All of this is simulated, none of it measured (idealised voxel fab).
Process module, titled voxel self aligned contacts
270 nm wide, 5 nm square cells: that's cross-section cut.
Heads up, the way a cross-section reads in here is a grid of square cells, handed over as bands from the top down, with every band being one or more rows of cells. Per band: top height and bottom height in nm, followed by the left-to-right materials and their widths in nm; "full width" marks a single material spanning edge to edge, "empty" marks empty space. Heights from 0 (as-received wafer is one material below). Bottom band endless downward, as "0 and below". With a width like "30->40", each row of cells in the band differs from the next by the same amount, the top row carrying the first number and the bottom row the second. "no change", as given for a step, is the statement that not any cell of the cross-section underwent a change during that step. Each empty space that has no open way to the top and spans at least 8 cells appears under "Internal closed voids" as width x height at distance, the distance counted from the left edge, all in nm. Note: text after step settings on the step line = simulator remark on that step. "overlay nm" answers the question of how far to the right of plan the mask lay on a step that has a mask, and when it is negative the answer is to the left.
### So here's the lineup of process steps we planned
step 1: RECEIVE [material Si]
step 2: CONFORMAL_DEP [material SiO2] [thk nm 5]
step 3: DIRECTIONAL_DEP [material polySi] [thk nm 25]
step 4: DIRECTIONAL_DEP [material SiN] [thk nm 25]
step 5: MASKED_ETCH [tone cover] [mask id GATE] [width nm 30] [pitch nm 70] [etch materials SiN] [depth nm 25] [overlay nm 0]
step 6: MASKED_ETCH [tone cover] [mask id GATE] [width nm 30] [pitch nm 70] [etch materials polySi] [depth nm 25] [overlay nm 0]
step 7: CONFORMAL_DEP [material SiN] [thk nm 10]
step 8: DIRECTIONAL_ETCH [etch materials SiN] [depth nm 10]
step 9: FILL_DEP [material SiO2] [thk nm 15]
step 10: CMP [height nm 65]
step 11: MASKED_ETCH [tone open] [mask id CONTACT] [width nm 50] [pitch nm 70] [etch materials SiO2] [depth nm 65] [overlay nm 0]
step 12: CONFORMAL_DEP [material TiN] [thk nm 5]
step 13: FILL_DEP [material W] [thk nm 5]
step 14: CMP [height nm 65]
step 15: CONFORMAL_DEP [material SiN] [thk nm 5]
### Cross-sectional view of the wafer in its as-received condition, corresponding to the state after step 1
    0 and below | Si full width
    Internal closed voids: none
### Figure: cross-sectional view of the wafer upon completion of the module, processed from the initial state and according to the plan depicted above, with one error introduced during execution
    70 down to 65 | SiN full width
    65 down to 55 | SiO2: 75, then TiN: 5->15, then W: 40->10, then TiN: 5->25, then SiO2: 20, then TiN: 5->15, then W: 40->10, then TiN: 5->25, then SiO2: 75
    55 down to 35 | SiO2: 35, then SiN: 50, then TiN: 5, then W: 10, then TiN: 5, then SiN: 50, then TiN: 5, then W: 10, then TiN: 5, then SiN: 50, then SiO2: 45
    35 down to 30 | SiO2: 35, then SiN: 50, then TiN: 10, then W: 5, then TiN: 5, then SiN: 50, then TiN: 10, then W: 5, then TiN: 5, then SiN: 50, then SiO2: 45
    30 down to 5 | SiO2: 35, then SiN: 10, then polySi: 35, then SiN: 10, then TiN: 5, then W: 5, then TiN: 5, then SiN: 10, then polySi: 35, then SiN: 10, then TiN: 5, then W: 5, then TiN: 5, then SiN: 10, then polySi: 35, then SiN: 10, then SiO2: 40
    5 down to 0 | SiO2: 90, then TiN: 15, then SiO2: 55, then TiN: 15, then SiO2: 95
    0 and below | Si full width
    Internal closed voids: none
Nonconformance to the process plan: heads up, step 5 didn't go per plan, it actually ran as MASKED_ETCH [tone cover] [mask id GATE] [width nm 30] [pitch nm 70] [etch materials SiN] [depth nm 25] [overlay nm -5]
